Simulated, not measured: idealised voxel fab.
Herein follows the process module entitled voxel transistor to metal.
Section shown: cut. Width: 150 nm. Cell size: 5 nm, square.
Cross-section = grid of square cells, listed top down in bands; band = one or more rows.
Heights first: top, then bottom, in nm. Then materials, left to right, each with a width in nm. "throughout" on a single material: fills the band edge to edge. "empty": empty space.
Heights are measured from 0, the level below which the as-received wafer is all one material; the lowest band has no bottom and continues downward, written as in "0 nm and below".
The notation "30->40" denotes a width that varies across the rows of cells in the band, beginning at the first number in the top row, finishing at the second number in the bottom row, and changing by an identical amount from each row to the next.
The designation "nothing altered", where it is given for a processing step, indicates that no cell of the cross-section was altered in the course of that step.
Cavities, closed: empty space of 8 cells or more with no open way to the top, each as width x height at its distance from the left edge, in nm
Text after the settings on a step's line: the simulator's own remark on that step.
What "overlay nm" on a step's line means: if the step has a mask, that mask lay this far to the right of its planned place, or, when the value is negative, to the left.
Heads up before you read on: it's before/after pairs around one process step each, after side only down to the lowest band that changed, step plus settings under the pair. Pairs can be from different runs of this module, same starting wafer, so only chain a pair onto the one above if its "Pre-process state" entry says so.

**Pre-process state**
> 25 nm to -5 nm: polySi throughout
> -5 nm to -10 nm: SiO2 throughout
> -10 nm to -35 nm: 20 nm SiO2, then 110 nm Si, then 20 nm SiO2
> -35 nm and below: Si throughout
> Cavities, closed: none

**Section After Processing**
> 40 nm to 25 nm: SiCN throughout
> Heights below 25 show no change.
> Cavities, closed: none
Step that separates the before view from the after view above: DIRECTIONAL_DEP with material SiCN, thk nm 15

Pre-process state: The initial state for this step is given by the after cross-section of the immediately preceding pair.

**Section After Processing**
> 50 nm to 40 nm: aC throughout
> Heights below 40 show no change.
> Cavities, closed: none
Step that separates the before view from the after view above: DIRECTIONAL_DEP with material aC, thk nm 10

Pre-process state: The initial state for this step is given by the after cross-section of the immediately preceding pair.

**Section After Processing**
> 75 nm to 50 nm: 60 nm empty, then 25 nm resist, then 65 nm empty
> Heights below 50 show no change.
> Cavities, closed: none
Step that separates the before view from the after view above: PATTERN with tone cover, mask id GATE, material resist, width nm 25, thk nm 25, overlay nm 0

Pre-process state: The initial state for this step is given by the after cross-section of the immediately preceding pair.

**Section After Processing**
> 65 nm to 50 nm: 60 nm empty, then 25 nm resist, then 65 nm empty
> 50 nm to 40 nm: 60 nm empty, then 25 nm aC, then 65 nm empty
> Heights below 40 show no change.
> Cavities, closed: none
Step that separates the before view from the after view above: DIRECTIONAL_ETCH with etch materials aC, depth nm 10

Pre-process state: The initial state for this step is given by the after cross-section of the immediately preceding pair.

**Section After Processing**
> 50 nm to 40 nm: 60 nm empty, then 25 nm aC, then 65 nm empty
> Heights below 40 show no change.
> Cavities, closed: none
Step that separates the before view from the after view above: STRIP with etch materials resist

Pre-process state: The initial state for this step is given by the after cross-section of the immediately preceding pair.

**Section After Processing**
> 50 nm to 40 nm: 60 nm empty, then 25 nm aC, then 65 nm empty
> 40 nm to 25 nm: 60 nm empty, then 25 nm SiCN, then 65 nm empty
> Heights below 25 show no change.
> Cavities, closed: none
Step that separates the before view from the after view above: DIRECTIONAL_ETCH with etch materials SiCN, depth nm 25

Pre-process state: The initial state for this step is given by the after cross-section of the immediately preceding pair.

**Section After Processing**
> 50 nm to 40 nm: 60 nm empty, then 25 nm aC, then 65 nm empty
> 40 nm to 25 nm: 60 nm empty, then 25 nm SiCN, then 65 nm empty
> 25 nm to -5 nm: 60 nm empty, then 25 nm polySi, then 65 nm empty
> Heights below -5 show no change.
> Cavities, closed: none
Step that separates the before view from the after view above: DIRECTIONAL_ETCH with etch materials polySi, depth nm 40

Pre-process state: The initial state for this step is given by the after cross-section of the immediately preceding pair.

**Section After Processing**
> 40 nm to 25 nm: 60 nm empty, then 25 nm SiCN, then 65 nm empty
> Heights below 25 show no change.
> Cavities, closed: none
Step that separates the before view from the after view above: STRIP with etch materials aC

Pre-process state: The initial state for this step is given by the after cross-section of the immediately preceding pair.

**Section After Processing**
> 50 nm to 40 nm: 50 nm empty, then 45 nm SiN, then 55 nm empty
> 40 nm to 25 nm: 50 nm empty, then 10 nm SiN, then 25 nm SiCN, then 10 nm SiN, then 55 nm empty
> 25 nm to 5 nm: 50 nm empty, then 10 nm SiN, then 25 nm polySi, then 10 nm SiN, then 55 nm empty
> 5 nm to -5 nm: 60 nm SiN, then 25 nm polySi, then 65 nm SiN
> Heights below -5 show no change.
> Cavities, closed: none
Step that separates the before view from the after view above: CONFORMAL_DEP with material SiN, thk nm 10

Pre-process state: The initial state for this step is given by the after cross-section of the immediately preceding pair.

**Section After Processing**
> 40 nm to 25 nm: 50 nm empty, then 10 nm SiN, then 25 nm SiCN, then 10 nm SiN, then 55 nm empty
> 25 nm to -5 nm: 50 nm empty, then 10 nm SiN, then 25 nm polySi, then 10 nm SiN, then 55 nm empty
> Heights below -5 show no change.
> Cavities, closed: none
Step that separates the before view from the after view above: DIRECTIONAL_ETCH with etch materials SiN, depth nm 10

Pre-process state: The initial state for this step is given by the after cross-section of the immediately preceding pair.

**Section After Processing**
> 40 nm to 25 nm: 50 nm empty, then 10 nm SiN, then 25 nm SiCN, then 10 nm SiN, then 55 nm empty
> 25 nm to -5 nm: 50 nm empty, then 10 nm SiN, then 25 nm polySi, then 10 nm SiN, then 55 nm empty
> -5 nm to -10 nm: 50 nm empty, then 45 nm SiO2, then 55 nm empty
> Heights below -10 show no change.
> Cavities, closed: none
Step that separates the before view from the after view above: DIRECTIONAL_ETCH with etch materials SiO2, depth nm 5

Pre-process state: The initial state for this step is given by the after cross-section of the immediately preceding pair.

**Section After Processing**
> 40 nm to 25 nm: 50 nm empty, then 10 nm SiN, then 25 nm SiCN, then 10 nm SiN, then 55 nm empty
> 25 nm to -5 nm: 50 nm empty, then 10 nm SiN, then 25 nm polySi, then 10 nm SiN, then 55 nm empty
> -5 nm to -10 nm: 50 nm empty, then 45 nm SiO2, then 55 nm empty
> -10 nm to -20 nm: 20 nm SiO2, then 30 nm empty, then 45 nm Si, then 35 nm empty, then 20 nm SiO2
> Heights below -20 show no change.
> Cavities, closed: none
Step that separates the before view from the after view above: DIRECTIONAL_ETCH with etch materials Si, depth nm 10

Pre-process state: The initial state for this step is given by the after cross-section of the immediately preceding pair.

**Section After Processing**
> 40 nm to 25 nm: 50 nm empty, then 10 nm SiN, then 25 nm SiCN, then 10 nm SiN, then 55 nm empty
> 25 nm to 0 nm: 50 nm empty, then 10 nm SiN, then 25 nm polySi, then 10 nm SiN, then 55 nm empty
> 0 nm to -5 nm: 40 nm empty, then 10 nm pSi, then 10 nm SiN, then 25 nm polySi, then 10 nm SiN, then 10 nm pSi, then 45 nm empty
> -5 nm to -10 nm: 40 nm empty, then 10 nm pSi, then 45 nm SiO2, then 10 nm pSi, then 45 nm empty
> -10 nm to -20 nm: 20 nm SiO2, then 30 nm pSi, then 45 nm Si, then 35 nm pSi, then 20 nm SiO2
> Heights below -20 show no change.
> Cavities, closed: none
Step that separates the before view from the after view above: EPI with material pSi, thk nm 10

Pre-process state: The initial state for this step is given by the after cross-section of the immediately preceding pair.

**Section After Processing**
> 45 nm to 40 nm: SiO2 throughout
> 40 nm to 25 nm: 50 nm SiO2, then 10 nm SiN, then 25 nm SiCN, then 10 nm SiN, then 55 nm SiO2
> 25 nm to 0 nm: 50 nm SiO2, then 10 nm SiN, then 25 nm polySi, then 10 nm SiN, then 55 nm SiO2
> 0 nm to -5 nm: 40 nm SiO2, then 10 nm pSi, then 10 nm SiN, then 25 nm polySi, then 10 nm SiN, then 10 nm pSi, then 45 nm SiO2
> -5 nm to -10 nm: 40 nm SiO2, then 10 nm pSi, then 45 nm SiO2, then 10 nm pSi, then 45 nm SiO2
> Heights below -10 show no change.
> Cavities, closed: none
Step that separates the before view from the after view above: FILL_DEP with material SiO2, thk nm 5

Pre-process state: The initial state for this step is given by the after cross-section of the immediately preceding pair.

**Section After Processing**
> 25 nm to 0 nm: 50 nm SiO2, then 10 nm SiN, then 25 nm polySi, then 10 nm SiN, then 55 nm SiO2
> Heights below 0 show no change.
> Cavities, closed: none
Step that separates the before view from the after view above: CMP with height nm 25

Pre-process state: The initial state for this step is given by the after cross-section of the immediately preceding pair.

**Section After Processing**
> 25 nm to 0 nm: 50 nm SiO2, then 10 nm SiN, then 25 nm empty, then 10 nm SiN, then 55 nm SiO2
> 0 nm to -5 nm: 40 nm SiO2, then 10 nm pSi, then 10 nm SiN, then 25 nm empty, then 10 nm SiN, then 10 nm pSi, then 45 nm SiO2
> Heights below -5 show no change.
> Cavities, closed: none
Step that separates the before view from the after view above: STRIP with etch materials polySi

Pre-process state: The initial state for this step is given by the after cross-section of the immediately preceding pair.

**Section After Processing**
> 25 nm to 20 nm: 50 nm empty, then 10 nm SiN, then 25 nm empty, then 10 nm SiN, then 55 nm empty
> 20 nm to 0 nm: 50 nm SiO2, then 10 nm SiN, then 25 nm empty, then 10 nm SiN, then 55 nm SiO2
> 0 nm to -5 nm: 40 nm SiO2, then 10 nm pSi, then 10 nm SiN, then 25 nm empty, then 10 nm SiN, then 10 nm pSi, then 45 nm SiO2
> -5 nm to -10 nm: 40 nm SiO2, then 10 nm pSi, then 5 nm SiO2, then 35 nm empty, then 5 nm SiO2, then 10 nm pSi, then 45 nm SiO2
> Heights below -10 show no change.
> Cavities, closed: none
Step that separates the before view from the after view above: SELECTIVE_ETCH with etch materials SiO2, depth nm 5

Pre-process state: The initial state for this step is given by the after cross-section of the immediately preceding pair.

**Section After Processing**
> 30 nm to 25 nm: 45 nm empty, then 20 nm HfO2, then 15 nm empty, then 20 nm HfO2, then 50 nm empty
> 25 nm to 20 nm: 50 nm HfO2, then 10 nm SiN, then 5 nm HfO2, then 15 nm empty, then 5 nm HfO2, then 10 nm SiN, then 55 nm HfO2
> 20 nm to 0 nm: 50 nm SiO2, then 10 nm SiN, then 5 nm HfO2, then 15 nm empty, then 5 nm HfO2, then 10 nm SiN, then 55 nm SiO2
> 0 nm to -5 nm: 40 nm SiO2, then 10 nm pSi, then 10 nm SiN, then 5 nm HfO2, then 15 nm empty, then 5 nm HfO2, then 10 nm SiN, then 10 nm pSi, then 45 nm SiO2
> -5 nm to -10 nm: 40 nm SiO2, then 10 nm pSi, then 5 nm SiO2, then 35 nm HfO2, then 5 nm SiO2, then 10 nm pSi, then 45 nm SiO2
> Heights below -10 show no change.
> Cavities, closed: none
Step that separates the before view from the after view above: CONFORMAL_DEP with material HfO2, thk nm 5

Pre-process state: The initial state for this step is given by the after cross-section of the immediately preceding pair.

**Section After Processing**
> 35 nm to 30 nm: 40 nm empty, then 30 nm TiN, then 5 nm empty, then 30 nm TiN, then 45 nm empty
> 30 nm to 25 nm: 45 nm TiN, then 20 nm HfO2, then 5 nm TiN, then 5 nm empty, then 5 nm TiN, then 20 nm HfO2, then 50 nm TiN
> 25 nm to 20 nm: 50 nm HfO2, then 10 nm SiN, then 5 nm HfO2, then 5 nm TiN, then 5 nm empty, then 5 nm TiN, then 5 nm HfO2, then 10 nm SiN, then 55 nm HfO2
> 20 nm to 0 nm: 50 nm SiO2, then 10 nm SiN, then 5 nm HfO2, then 5 nm TiN, then 5 nm empty, then 5 nm TiN, then 5 nm HfO2, then 10 nm SiN, then 55 nm SiO2
> 0 nm to -5 nm: 40 nm SiO2, then 10 nm pSi, then 10 nm SiN, then 5 nm HfO2, then 15 nm TiN, then 5 nm HfO2, then 10 nm SiN, then 10 nm pSi, then 45 nm SiO2
> Heights below -5 show no change.
> Cavities, closed: none
Step that separates the before view from the after view above: CONFORMAL_DEP with material TiN, thk nm 5

Pre-process state: The initial state for this step is given by the after cross-section of the immediately preceding pair.

**Section After Processing**
> 40 nm to 35 nm: W throughout
> 35 nm to 30 nm: 40 nm W, then 30 nm TiN, then 5 nm W, then 30 nm TiN, then 45 nm W
> 30 nm to 25 nm: 45 nm TiN, then 20 nm HfO2, then 5 nm TiN, then 5 nm W, then 5 nm TiN, then 20 nm HfO2, then 50 nm TiN
> 25 nm to 20 nm: 50 nm HfO2, then 10 nm SiN, then 5 nm HfO2, then 5 nm TiN, then 5 nm W, then 5 nm TiN, then 5 nm HfO2, then 10 nm SiN, then 55 nm HfO2
> 20 nm to 0 nm: 50 nm SiO2, then 10 nm SiN, then 5 nm HfO2, then 5 nm TiN, then 5 nm W, then 5 nm TiN, then 5 nm HfO2, then 10 nm SiN, then 55 nm SiO2
> Heights below 0 show no change.
> Cavities, closed: none
Step that separates the before view from the after view above: FILL_DEP with material W, thk nm 5

Pre-process state: The initial state for this step is given by the after cross-section of the immediately preceding pair.

**Section After Processing**
> 20 nm to 0 nm: 50 nm SiO2, then 10 nm SiN, then 5 nm HfO2, then 5 nm TiN, then 5 nm W, then 5 nm TiN, then 5 nm HfO2, then 10 nm SiN, then 55 nm SiO2
> Heights below 0 show no change.
> Cavities, closed: none
Step that separates the before view from the after view above: CMP with height nm 20

Pre-process state: The initial state for this step is given by the after cross-section of the immediately preceding pair.

**Section After Processing**
> 35 nm to 20 nm: SiO2 throughout
> Heights below 20 show no change.
> Cavities, closed: none
Step that separates the before view from the after view above: DIRECTIONAL_DEP with material SiO2, thk nm 15

Pre-process state: The initial state for this step is given by the after cross-section of the immediately preceding pair.

**Section After Processing**
> 35 nm to 20 nm: 25 nm SiO2, then 20 nm empty, then 55 nm SiO2, then 20 nm empty, then 30 nm SiO2
> 20 nm to 0 nm: 25 nm SiO2, then 20 nm empty, then 5 nm SiO2, then 10 nm SiN, then 5 nm HfO2, then 5 nm TiN, then 5 nm W, then 5 nm TiN, then 5 nm HfO2, then 10 nm SiN, then 5 nm SiO2, then 20 nm empty, then 30 nm SiO2
> 0 nm to -5 nm: 25 nm SiO2, then 15 nm empty, then 10 nm pSi, then 10 nm SiN, then 5 nm HfO2, then 15 nm TiN, then 5 nm HfO2, then 10 nm SiN, then 10 nm pSi, then 15 nm empty, then 30 nm SiO2
> -5 nm to -10 nm: 25 nm SiO2, then 15 nm empty, then 10 nm pSi, then 5 nm SiO2, then 35 nm HfO2, then 5 nm SiO2, then 10 nm pSi, then 15 nm empty, then 30 nm SiO2
> Heights below -10 show no change.
> Cavities, closed: none
Step that separates the before view from the after view above: MASKED_ETCH with tone open, mask id CONTACT, width nm 20, pitch nm 75, etch materials SiO2, depth nm 45, overlay nm 0

Pre-process state: The initial state for this step is given by the after cross-section of the immediately preceding pair.

**Section After Processing**
> 40 nm to 35 nm: 30 nm TiN, then 10 nm empty, then 65 nm TiN, then 10 nm empty, then 35 nm TiN
> 35 nm to 20 nm: 25 nm SiO2, then 5 nm TiN, then 10 nm empty, then 5 nm TiN, then 55 nm SiO2, then 5 nm TiN, then 10 nm empty, then 5 nm TiN, then 30 nm SiO2
> 20 nm to 5 nm: 25 nm SiO2, then 5 nm TiN, then 10 nm empty, then 5 nm TiN, then 5 nm SiO2, then 10 nm SiN, then 5 nm HfO2, then 5 nm TiN, then 5 nm W, then 5 nm TiN, then 5 nm HfO2, then 10 nm SiN, then 5 nm SiO2, then 5 nm TiN, then 10 nm empty, then 5 nm TiN, then 30 nm SiO2
> 5 nm to 0 nm: 25 nm SiO2, then 5 nm TiN, then 5 nm empty, then 10 nm TiN, then 5 nm SiO2, then 10 nm SiN, then 5 nm HfO2, then 5 nm TiN, then 5 nm W, then 5 nm TiN, then 5 nm HfO2, then 10 nm SiN, then 5 nm SiO2, then 10 nm TiN, then 5 nm empty, then 5 nm TiN, then 30 nm SiO2
> 0 nm to -5 nm: 25 nm SiO2, then 5 nm TiN, then 5 nm empty, then 5 nm TiN, then 10 nm pSi, then 10 nm SiN, then 5 nm HfO2, then 15 nm TiN, then 5 nm HfO2, then 10 nm SiN, then 10 nm pSi, then 5 nm TiN, then 5 nm empty, then 5 nm TiN, then 30 nm SiO2
> -5 nm to -10 nm: 25 nm SiO2, then 15 nm TiN, then 10 nm pSi, then 5 nm SiO2, then 35 nm HfO2, then 5 nm SiO2, then 10 nm pSi, then 15 nm TiN, then 30 nm SiO2
> Heights below -10 show no change.
> Cavities, closed: none
Step that separates the before view from the after view above: CONFORMAL_DEP with material TiN, thk nm 5

Pre-process state: The initial state for this step is given by the after cross-section of the immediately preceding pair.

**Section After Processing**
> 45 nm to 40 nm: W throughout
> 40 nm to 35 nm: 30 nm TiN, then 10 nm W, then 65 nm TiN, then 10 nm W, then 35 nm TiN
> 35 nm to 20 nm: 25 nm SiO2, then 5 nm TiN, then 10 nm W, then 5 nm TiN, then 55 nm SiO2, then 5 nm TiN, then 10 nm W, then 5 nm TiN, then 30 nm SiO2
> 20 nm to 5 nm: 25 nm SiO2, then 5 nm TiN, then 10 nm W, then 5 nm TiN, then 5 nm SiO2, then 10 nm SiN, then 5 nm HfO2, then 5 nm TiN, then 5 nm W, then 5 nm TiN, then 5 nm HfO2, then 10 nm SiN, then 5 nm SiO2, then 5 nm TiN, then 10 nm W, then 5 nm TiN, then 30 nm SiO2
> 5 nm to 0 nm: 25 nm SiO2, then 5 nm TiN, then 5 nm W, then 10 nm TiN, then 5 nm SiO2, then 10 nm SiN, then 5 nm HfO2, then 5 nm TiN, then 5 nm W, then 5 nm TiN, then 5 nm HfO2, then 10 nm SiN, then 5 nm SiO2, then 10 nm TiN, then 5 nm W, then 5 nm TiN, then 30 nm SiO2
> 0 nm to -5 nm: 25 nm SiO2, then 5 nm TiN, then 5 nm W, then 5 nm TiN, then 10 nm pSi, then 10 nm SiN, then 5 nm HfO2, then 15 nm TiN, then 5 nm HfO2, then 10 nm SiN, then 10 nm pSi, then 5 nm TiN, then 5 nm W, then 5 nm TiN, then 30 nm SiO2
> Heights below -5 show no change.
> Cavities, closed: none
Step that separates the before view from the after view above: FILL_DEP with material W, thk nm 5

Pre-process state: The initial state for this step is given by the after cross-section of the immediately preceding pair.

**Section After Processing**
> 35 nm to 20 nm: 25 nm SiO2, then 5 nm TiN, then 10 nm W, then 5 nm TiN, then 55 nm SiO2, then 5 nm TiN, then 10 nm W, then 5 nm TiN, then 30 nm SiO2
> Heights below 20 show no change.
> Cavities, closed: none
Step that separates the before view from the after view above: CMP with height nm 35

Pre-process state: The initial state for this step is given by the after cross-section of the immediately preceding pair.

**Section After Processing**
> 40 nm to 35 nm: TiN throughout
> Heights below 35 show no change.
> Cavities, closed: none
Step that separates the before view from the after view above: DIRECTIONAL_DEP with material TiN, thk nm 5

Pre-process state: The initial state for this step is given by the after cross-section of the immediately preceding pair.

**Section After Processing**
> 60 nm to 40 nm: W throughout
> Heights below 40 show no change.
> Cavities, closed: none
Step that separates the before view from the after view above: DIRECTIONAL_DEP with material W, thk nm 20

Pre-process state: The initial state for this step is given by the after cross-section of the immediately preceding pair.

**Section After Processing**
> 60 nm to 40 nm: 25 nm empty, then 20 nm W, then 55 nm empty, then 20 nm W, then 30 nm empty
> Heights below 40 show no change.
> Cavities, closed: none
Step that separates the before view from the after view above: MASKED_ETCH with tone cover, mask id METAL_1, width nm 20, pitch nm 75, etch materials W, depth nm 20, overlay nm 0

Pre-process state: The initial state for this step is given by the after cross-section of the immediately preceding pair.

**Section After Processing**
> 60 nm to 40 nm: 25 nm empty, then 20 nm W, then 55 nm empty, then 20 nm W, then 30 nm empty
> 40 nm to 35 nm: 25 nm empty, then 20 nm TiN, then 55 nm empty, then 20 nm TiN, then 30 nm empty
> Heights below 35 show no change.
> Cavities, closed: none
Step that separates the before view from the after view above: MASKED_ETCH with tone cover, mask id METAL_1, width nm 20, pitch nm 75, etch materials TiN, depth nm 5, overlay nm 0

Pre-process state: The initial state for this step is given by the after cross-section of the immediately preceding pair.

**Section After Processing**
> 65 nm to 60 nm: 20 nm empty, then 30 nm SiCN, then 45 nm empty, then 30 nm SiCN, then 25 nm empty
> 60 nm to 40 nm: 20 nm empty, then 5 nm SiCN, then 20 nm W, then 5 nm SiCN, then 45 nm empty, then 5 nm SiCN, then 20 nm W, then 5 nm SiCN, then 25 nm empty
> 40 nm to 35 nm: 25 nm SiCN, then 20 nm TiN, then 55 nm SiCN, then 20 nm TiN, then 30 nm SiCN
> Heights below 35 show no change.
> Cavities, closed: none
Step that separates the before view from the after view above: CONFORMAL_DEP with material SiCN, thk nm 5

Pre-process state: The initial state for this step is given by the after cross-section of the immediately preceding pair.

**Section After Processing**
> 70 nm to 65 nm: SiO2 throughout
> 65 nm to 60 nm: 20 nm SiO2, then 30 nm SiCN, then 45 nm SiO2, then 30 nm SiCN, then 25 nm SiO2
> 60 nm to 40 nm: 20 nm SiO2, then 5 nm SiCN, then 20 nm W, then 5 nm SiCN, then 45 nm SiO2, then 5 nm SiCN, then 20 nm W, then 5 nm SiCN, then 25 nm SiO2
> Heights below 40 show no change.
> Cavities, closed: none
Step that separates the before view from the after view above: FILL_DEP with material SiO2, thk nm 5

Pre-process state: The initial state for this step is given by the after cross-section of the immediately preceding pair.

**Section After Processing**
> 60 nm to 40 nm: 20 nm SiO2, then 5 nm SiCN, then 20 nm W, then 5 nm SiCN, then 45 nm SiO2, then 5 nm SiCN, then 20 nm W, then 5 nm SiCN, then 25 nm SiO2
> Heights below 40 show no change.
> Cavities, closed: none
Step that separates the before view from the after view above: CMP with height nm 60

Pre-process state: The initial state for this step is given by the after cross-section of the immediately preceding pair.

**Section After Processing**
> 65 nm to 60 nm: SiCN throughout
> Heights below 60 show no change.
> Cavities, closed: none
Step that separates the before view from the after view above: CONFORMAL_DEP with material SiCN, thk nm 5

**Pre-process state**
> 35 nm to 20 nm: SiO2 throughout
> 20 nm to 0 nm: 50 nm SiO2, then 10 nm SiN, then 5 nm HfO2, then 5 nm TiN, then 5 nm W, then 5 nm TiN, then 5 nm HfO2, then 10 nm SiN, then 55 nm SiO2
> 0 nm to -5 nm: 40 nm SiO2, then 10 nm pSi, then 10 nm SiN, then 5 nm HfO2, then 15 nm TiN, then 5 nm HfO2, then 10 nm SiN, then 10 nm pSi, then 45 nm SiO2
> -5 nm to -10 nm: 40 nm SiO2, then 10 nm pSi, then 5 nm SiO2, then 35 nm HfO2, then 5 nm SiO2, then 10 nm pSi, then 45 nm SiO2
> -10 nm to -20 nm: 20 nm SiO2, then 30 nm pSi, then 45 nm Si, then 30 nm pSi, then 25 nm SiO2
> -20 nm to -35 nm: 20 nm SiO2, then 105 nm Si, then 25 nm SiO2
> -35 nm and below: Si throughout
> Cavities, closed: none

**Section After Processing**
> 35 nm to 20 nm: 35 nm SiO2, then 20 nm empty, then 55 nm SiO2, then 20 nm empty, then 20 nm SiO2
> 20 nm to 0 nm: 35 nm SiO2, then 15 nm empty, then 10 nm SiN, then 5 nm HfO2, then 5 nm TiN, then 5 nm W, then 5 nm TiN, then 5 nm HfO2, then 10 nm SiN, then 15 nm SiO2, then 20 nm empty, then 20 nm SiO2
> 0 nm to -5 nm: 35 nm SiO2, then 5 nm empty, then 10 nm pSi, then 10 nm SiN, then 5 nm HfO2, then 15 nm TiN, then 5 nm HfO2, then 10 nm SiN, then 10 nm pSi, then 5 nm SiO2, then 20 nm empty, then 20 nm SiO2
> -5 nm to -10 nm: 35 nm SiO2, then 5 nm empty, then 10 nm pSi, then 5 nm SiO2, then 35 nm HfO2, then 5 nm SiO2, then 10 nm pSi, then 5 nm SiO2, then 20 nm empty, then 20 nm SiO2
> Heights below -10 show no change.
> Cavities, closed: none
Step that separates the before view from the after view above: MASKED_ETCH with tone open, mask id CONTACT, width nm 20, pitch nm 75, etch materials SiO2, depth nm 45, overlay nm 10

Pre-process state: The initial state for this step is given by the after cross-section of the immediately preceding pair.

**Section After Processing**
> 40 nm to 35 nm: 40 nm TiN, then 10 nm empty, then 65 nm TiN, then 10 nm empty, then 25 nm TiN
> 35 nm to 25 nm: 35 nm SiO2, then 5 nm TiN, then 10 nm empty, then 5 nm TiN, then 55 nm SiO2, then 5 nm TiN, then 10 nm empty, then 5 nm TiN, then 20 nm SiO2
> 25 nm to 20 nm: 35 nm SiO2, then 5 nm TiN, then 5 nm empty, then 10 nm TiN, then 55 nm SiO2, then 5 nm TiN, then 10 nm empty, then 5 nm TiN, then 20 nm SiO2
> 20 nm to 5 nm: 35 nm SiO2, then 5 nm TiN, then 5 nm empty, then 5 nm TiN, then 10 nm SiN, then 5 nm HfO2, then 5 nm TiN, then 5 nm W, then 5 nm TiN, then 5 nm HfO2, then 10 nm SiN, then 15 nm SiO2, then 5 nm TiN, then 10 nm empty, then 5 nm TiN, then 20 nm SiO2
> 5 nm to 0 nm: 35 nm SiO2, then 15 nm TiN, then 10 nm SiN, then 5 nm HfO2, then 5 nm TiN, then 5 nm W, then 5 nm TiN, then 5 nm HfO2, then 10 nm SiN, then 15 nm SiO2, then 5 nm TiN, then 10 nm empty, then 5 nm TiN, then 20 nm SiO2
> 0 nm to -5 nm: 35 nm SiO2, then 5 nm TiN, then 10 nm pSi, then 10 nm SiN, then 5 nm HfO2, then 15 nm TiN, then 5 nm HfO2, then 10 nm SiN, then 10 nm pSi, then 5 nm SiO2, then 5 nm TiN, then 10 nm empty, then 5 nm TiN, then 20 nm SiO2
> -5 nm to -10 nm: 35 nm SiO2, then 5 nm TiN, then 10 nm pSi, then 5 nm SiO2, then 35 nm HfO2, then 5 nm SiO2, then 10 nm pSi, then 5 nm SiO2, then 20 nm TiN, then 20 nm SiO2
> Heights below -10 show no change.
> Cavities, closed: none
Step that separates the before view from the after view above: CONFORMAL_DEP with material TiN, thk nm 5

Pre-process state: The initial state for this step is given by the after cross-section of the immediately preceding pair.

**Section After Processing**
> 45 nm to 40 nm: W throughout
> 40 nm to 35 nm: 40 nm TiN, then 10 nm W, then 65 nm TiN, then 10 nm W, then 25 nm TiN
> 35 nm to 25 nm: 35 nm SiO2, then 5 nm TiN, then 10 nm W, then 5 nm TiN, then 55 nm SiO2, then 5 nm TiN, then 10 nm W, then 5 nm TiN, then 20 nm SiO2
> 25 nm to 20 nm: 35 nm SiO2, then 5 nm TiN, then 5 nm W, then 10 nm TiN, then 55 nm SiO2, then 5 nm TiN, then 10 nm W, then 5 nm TiN, then 20 nm SiO2
> 20 nm to 5 nm: 35 nm SiO2, then 5 nm TiN, then 5 nm W, then 5 nm TiN, then 10 nm SiN, then 5 nm HfO2, then 5 nm TiN, then 5 nm W, then 5 nm TiN, then 5 nm HfO2, then 10 nm SiN, then 15 nm SiO2, then 5 nm TiN, then 10 nm W, then 5 nm TiN, then 20 nm SiO2
> 5 nm to 0 nm: 35 nm SiO2, then 15 nm TiN, then 10 nm SiN, then 5 nm HfO2, then 5 nm TiN, then 5 nm W, then 5 nm TiN, then 5 nm HfO2, then 10 nm SiN, then 15 nm SiO2, then 5 nm TiN, then 10 nm W, then 5 nm TiN, then 20 nm SiO2
> 0 nm to -5 nm: 35 nm SiO2, then 5 nm TiN, then 10 nm pSi, then 10 nm SiN, then 5 nm HfO2, then 15 nm TiN, then 5 nm HfO2, then 10 nm SiN, then 10 nm pSi, then 5 nm SiO2, then 5 nm TiN, then 10 nm W, then 5 nm TiN, then 20 nm SiO2
> Heights below -5 show no change.
> Cavities, closed: none
Step that separates the before view from the after view above: FILL_DEP with material W, thk nm 5

Pre-process state: The initial state for this step is given by the after cross-section of the immediately preceding pair.

**Section After Processing**
> 35 nm to 25 nm: 35 nm SiO2, then 5 nm TiN, then 10 nm W, then 5 nm TiN, then 55 nm SiO2, then 5 nm TiN, then 10 nm W, then 5 nm TiN, then 20 nm SiO2
> Heights below 25 show no change.
> Cavities, closed: none
Step that separates the before view from the after view above: CMP with height nm 35

Pre-process state: The initial state for this step is given by the after cross-section of the immediately preceding pair.

**Section After Processing**
> 40 nm to 35 nm: TiN throughout
> Heights below 35 show no change.
> Cavities, closed: none
Step that separates the before view from the after view above: DIRECTIONAL_DEP with material TiN, thk nm 5

Pre-process state: The initial state for this step is given by the after cross-section of the immediately preceding pair.

**Section After Processing**
> 60 nm to 40 nm: W throughout
> Heights below 40 show no change.
> Cavities, closed: none
Step that separates the before view from the after view above: DIRECTIONAL_DEP with material W, thk nm 20

Pre-process state: The initial state for this step is given by the after cross-section of the immediately preceding pair.

**Section After Processing**
> 60 nm to 40 nm: 25 nm empty, then 20 nm W, then 55 nm empty, then 20 nm W, then 30 nm empty
> Heights below 40 show no change.
> Cavities, closed: none
Step that separates the before view from the after view above: MASKED_ETCH with tone cover, mask id METAL_1, width nm 20, pitch nm 75, etch materials W, depth nm 20, overlay nm 0

Pre-process state: The initial state for this step is given by the after cross-section of the immediately preceding pair.

**Section After Processing**
> 60 nm to 40 nm: 25 nm empty, then 20 nm W, then 55 nm empty, then 20 nm W, then 30 nm empty
> 40 nm to 35 nm: 25 nm empty, then 20 nm TiN, then 55 nm empty, then 20 nm TiN, then 30 nm empty
> Heights below 35 show no change.
> Cavities, closed: none
Step that separates the before view from the after view above: MASKED_ETCH with tone cover, mask id METAL_1, width nm 20, pitch nm 75, etch materials TiN, depth nm 5, overlay nm 0

Pre-process state: The initial state for this step is given by the after cross-section of the immediately preceding pair.

**Section After Processing**
> 65 nm to 60 nm: 20 nm empty, then 30 nm SiCN, then 45 nm empty, then 30 nm SiCN, then 25 nm empty
> 60 nm to 40 nm: 20 nm empty, then 5 nm SiCN, then 20 nm W, then 5 nm SiCN, then 45 nm empty, then 5 nm SiCN, then 20 nm W, then 5 nm SiCN, then 25 nm empty
> 40 nm to 35 nm: 25 nm SiCN, then 20 nm TiN, then 55 nm SiCN, then 20 nm TiN, then 30 nm SiCN
> Heights below 35 show no change.
> Cavities, closed: none
Step that separates the before view from the after view above: CONFORMAL_DEP with material SiCN, thk nm 5

Pre-process state: The initial state for this step is given by the after cross-section of the immediately preceding pair.

**Section After Processing**
> 70 nm to 65 nm: SiO2 throughout
> 65 nm to 60 nm: 20 nm SiO2, then 30 nm SiCN, then 45 nm SiO2, then 30 nm SiCN, then 25 nm SiO2
> 60 nm to 40 nm: 20 nm SiO2, then 5 nm SiCN, then 20 nm W, then 5 nm SiCN, then 45 nm SiO2, then 5 nm SiCN, then 20 nm W, then 5 nm SiCN, then 25 nm SiO2
> Heights below 40 show no change.
> Cavities, closed: none
Step that separates the before view from the after view above: FILL_DEP with material SiO2, thk nm 5
